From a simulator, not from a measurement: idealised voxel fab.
This section sets out a process module, namely voxel spacer lines.
Cross-sectional view cut (width: 255 nm; square cell size: 5 nm).
Cross-sections here: square-cell grids, written as top-down lists of bands, a band being one or more rows of cells.
Heights first: top, then bottom, in nm. Then materials, left to right, each with a width in nm. "everywhere" on a single material: fills the band edge to edge. "empty": empty space.
A quick word on heights: they are counted from 0, and under that level the wafer as it came to us is one material throughout. The lowest band is different from the rest in having no bottom; it simply continues downward, written as in "from 0 down".
The notation "30..40" denotes a width that varies across the rows of cells in the band, beginning at the first number in the top row, finishing at the second number in the bottom row, and changing by an identical amount from each row to the next.
Given "remained the same" for a step, no cell of the cross-section differs between before and after that step.
"Trapped void list" - sealed voids, min. 8 cells, no opening to top; format: width x height at distance (distance from left edge; nm throughout).
On a step's line, text after the settings is the simulator commenting on that step.
The setting "overlay nm" may be written on the line of a step. When the step uses a mask, the value reports how far to the right of the planned place the mask lay, and a negative value reports that it lay to the left.
Listed below are the process steps as planned
1,RECEIVE with material Si
2,CONFORMAL_DEP with material Al2O3, thk nm 5
3,DIRECTIONAL_DEP with material SiN, thk nm 10
4,DIRECTIONAL_DEP with material aC, thk nm 25
5,PATTERN with tone cover, mask id MANDREL, material resist, width nm 20, pitch nm 60, thk nm 35, overlay nm 0
6,DIRECTIONAL_ETCH with etch materials aC, depth nm 25
7,STRIP with etch materials resist
8,CONFORMAL_DEP with material SiO2, thk nm 10
9,DIRECTIONAL_ETCH with etch materials SiO2, depth nm 10
10,STRIP with etch materials aC
11,DIRECTIONAL_ETCH with etch materials SiN, depth nm 10
12,STRIP with etch materials SiO2
13,FILL_DEP with material SiO2, thk nm 10
14,CMP with height nm 15
Wafer cross-section on receipt, i.e. after step 1
> from 0 down: Si everywhere
> Trapped void list: none
Here's the cross-section of the first of our two wafers at the end of the module - it ran as planned
> from 15 to 5: SiO2 45 / SiN 10 / SiO2 20 / SiN 10 / SiO2 20 / SiN 10 / SiO2 20 / SiN 10 / SiO2 20 / SiN 10 / SiO2 20 / SiN 10 / SiO2 50
> from 5 to 0: Al2O3 everywhere
> from 0 down: Si everywhere
> Trapped void list: none
Second wafer of the two, sectioned at the end of the module. It began like the first and followed the same plan, but one mistake was made while running it
> from 15 to 5: aC everywhere
> from 5 to 0: Al2O3 everywhere
> from 0 down: Si everywhere
> Trapped void list: none
It is concluded that the wafer was processed incorrectly with respect to the plan, in that plan steps 3 and 4 run swapped
Bottom line after processing is that, in cells, the second wafer is up or down on some materials versus the first: -24 SiN; -78 SiO2; +102 aC
